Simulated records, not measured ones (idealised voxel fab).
Process module in this document: voxel lift off
The cross-section shown here is cut; it is 260 nm wide and divided into square cells measuring 5 nm on a side.
Notation: cross-section as square-cell grid; stated in bands, top first, going down; one or more cell rows per band. First you get the band's top height and its bottom height, in nm, and then the materials it's made of, left to right, with each width in nm. If you see a single material with "full width", that one covers the band edge to edge. "air" is empty space. A quick word on heights: they are counted from 0, and under that level the wafer as it came to us is one material throughout. The lowest band is different from the rest in having no bottom; it simply continues downward, written as in "top 0, no bottom". Width spec "30 to 40" -> top row of cells at first value, bottom row at second value, equal per-row change in between. Where the words "remained the same" appear for a step, the cross-section shows no cell changed by that step; every cell remained as before. "Fully sealed cavities" lists enclosed empty spaces (at least 8 cells, no open path upward to the top), each as width x height at distance from the left edge, in nm. Note: text after step settings on the step line = simulator remark on that step. A step's line can hold "overlay nm"; with a mask on that step, the setting says how far right of the planned place the mask lay, while a negative setting says it lay to the left.
Steps planned for the process:
1) RECEIVE, material Si
2) CONFORMAL_DEP, material SiN, thk nm 15
3) PATTERN, tone open, mask id LINES, material resist, width nm 25, pitch nm 50, thk nm 30, overlay nm 0
4) DIRECTIONAL_DEP, material Ru, thk nm 15
5) STRIP, etch materials resist
6) CONFORMAL_DEP, material SiCN, thk nm 5
The cross-section here shows the wafer as received, i.e. in its state after step 1:
    top 0, no bottom | Si full width
    Fully sealed cavities: none
Final wafer profile in cross-section after the module, from the same start and plan as above, with one mistake made during processing:
    top 35, bottom 30 | air 50, SiCN 35, air 15, SiCN 35, air 15, SiCN 35, air 75
    top 30, bottom 20 | air 50, SiCN 5, Ru 25, SiCN 5, air 15, SiCN 5, Ru 25, SiCN 5, air 15, SiCN 5, Ru 25, SiCN 5, air 75
    top 20, bottom 15 | SiCN 55, Ru 25, SiCN 25, Ru 25, SiCN 25, Ru 25, SiCN 80
    top 15, bottom 0 | SiN full width
    top 0, no bottom | Si full width
    Fully sealed cavities: none
Where did the run depart from the plan? step 3 was processed under conditions differing from the plan, specifically as PATTERN, tone open, mask id LINES, material resist, width nm 25, pitch nm 50, thk nm 30, overlay nm -10
